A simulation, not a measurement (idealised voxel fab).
process module | voxel fin reveal
cross-section cut | 180 nm wide | cells 5 nm
A cross-section is a grid of square cells, given in bands from the top down. A band is one or more rows of cells.
Each band's line starts with the height of the band's top and of its bottom, in nm. Then come its materials from left to right, each with its width in nm. One material with "throughout" fills the band from edge to edge. "air" is empty space.
Height 0 is the level under which the wafer as received is all one material. The lowest band goes on downwards, as in "0 down".
A width such as "30 to 40" changes by the same amount from each row of cells to the next, from the band's top row to its bottom row.
"no change" after a step means that no cell of the cross-section changed.
closed voids: empty space of 8 cells or more with no open way to the top, each as width x height at its distance from the left edge, in nm
after a step's settings: what the simulator itself notes on the step
overlay nm, on a step with a mask: how far to the right of its planned place the mask lay; to the left if negative
plan
1 op RECEIVE | material Si
2 op CONFORMAL_DEP | material SiN | thk nm 10
3 op MASKED_ETCH | tone cover | mask id FINS | width nm 15 | pitch nm 35 | etch materials SiN | depth nm 10 | overlay nm 0
4 op MASKED_ETCH | tone cover | mask id FINS | width nm 15 | pitch nm 35 | etch materials Si | depth nm 40 | overlay nm 0
5 op OXIDIZE | depth nm 5
6 op FILL_DEP | material SiO2 | thk nm 15
7 op CMP | height nm 10
8 op SELECTIVE_ETCH | etch materials SiO2 | depth nm 35
9 op STRIP | etch materials SiN
as received, after step 1
  0 down: Si throughout
  closed voids: none
first wafer at the end, as planned
  0 to -25: air 70 | Si 5 | air 30 | Si 5 | air 70
  -25 to -45: SiO2 70 | Si 5 | SiO2 30 | Si 5 | SiO2 70
  -45 down: Si throughout
  closed voids: none
second wafer at the end: like start, like plan, one mistake
  0 to -10: air 70 | Si 5 | air 30 | Si 5 | air 70
  -10 to -45: SiO2 70 | Si 5 | SiO2 30 | Si 5 | SiO2 70
  -45 down: Si throughout
  closed voids: none
what went wrong: step 7 was left out
at the end the second wafer has, in cells: 102 more of SiO2
